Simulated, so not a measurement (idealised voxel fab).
The process module presented herein is designated voxel self aligned contacts.
Xsec cut, 245 nm wide, square cell size 5 nm.
Throughout this document, each cross-section is represented as a grid of square cells and is presented as a sequence of bands enumerated from the top downward, where a band comprises one or more rows of cells. For a band, the entry starts with two heights in nm, that of the top and then that of the bottom, and carries on with the band's materials in order from left to right, each alongside its width in nm; the word "edge to edge" beside a single material means it fills the band edge to edge, and "blank" means empty space. Zero point of the height axis is 0; under it, received wafer = one material. Lowest band: continues down indefinitely, "0 and below". Think of "30..40" as a width that walks from the first number to the second as you go down the band, top row to bottom row, taking equal-sized steps from row to row. Key: "everything unchanged" - step with no changed cell in the cross-section. Closed empty spaces (no open way to the top) of 8 cells or more are what "Enclosed internal cavities" lists, each as width x height at distance from the left edge, nm for all three. Step line, after settings: the simulator's comment on this step. Among the settings permitted on a step's line is "overlay nm"; applied to a step with a mask, it specifies the extent to which the mask lay to the right of its planned position, whereas a negative figure signifies a position to the left.

Intended process steps:
1,RECEIVE with material Si
2,OXIDIZE with depth nm 5
3,DIRECTIONAL_DEP with material polySi, thk nm 20
4,DIRECTIONAL_DEP with material SiN, thk nm 20
5,PATTERN with tone cover, mask id GATE, material resist, width nm 35, pitch nm 60, thk nm 20, overlay nm 0
6,DIRECTIONAL_ETCH with etch materials SiN, depth nm 20
7,DIRECTIONAL_ETCH with etch materials polySi, depth nm 20
8,STRIP with etch materials resist
9,CONFORMAL_DEP with material SiN, thk nm 5
10,DIRECTIONAL_ETCH with etch materials SiN, depth nm 5
11,FILL_DEP with material SiO2, thk nm 10
12,CMP with height nm 45
13,MASKED_ETCH with tone open, mask id CONTACT, width nm 45, etch materials SiO2, depth nm 50, overlay nm 0
14,CONFORMAL_DEP with material TiN, thk nm 5
15,FILL_DEP with material W, thk nm 10
16,CMP with height nm 45
17,CONFORMAL_DEP with material SiN, thk nm 5

Cross-section of the incoming wafer, state after step 1:
- 0 and below = Si edge to edge
- Enclosed internal cavities: none

Cross-sectional image of the first of two wafers at the end of the module, the run having proceeded as planned:
- 50 down to 45 = SiN edge to edge
- 45 down to 40 = 100 SiO2; 20 TiN; 5 W; 20 TiN; 100 SiO2
- 40 down to 20 = 70 SiO2; 45 SiN; 5 TiN; 5 W; 5 TiN; 45 SiN; 70 SiO2
- 20 down to 0 = 70 SiO2; 5 SiN; 35 polySi; 5 SiN; 5 TiN; 5 W; 5 TiN; 5 SiN; 35 polySi; 5 SiN; 70 SiO2
- 0 down to -5 = 115 SiO2; 15 TiN; 115 SiO2
- -5 and below = Si edge to edge
- Enclosed internal cavities: none

Cross-section, wafer two of two, end of module: same start and plan as wafer one, one error in execution:
- 50 down to 45 = SiN edge to edge
- 45 down to 40 = 65 W; 35 TiN; 45 SiO2; 35 TiN; 65 W
- 40 down to 20 = 65 W; 5 TiN; 45 SiN; 15 SiO2; 45 SiN; 5 TiN; 65 W
- 20 down to 0 = 65 W; 5 TiN; 5 SiN; 35 polySi; 5 SiN; 15 SiO2; 5 SiN; 35 polySi; 5 SiN; 5 TiN; 65 W
- 0 down to -5 = 70 TiN; 105 SiO2; 70 TiN
- -5 and below = Si edge to edge
- Enclosed internal cavities: none
What was the processing mistake? step 13 off recipe, ran as MASKED_ETCH with tone cover, mask id CONTACT, width nm 45, etch materials SiO2, depth nm 50, overlay nm 0
Once processing is complete, comparing cell counts shows that the second wafer has more or fewer of certain materials than the first: -256 SiO2, +31 TiN, +225 W
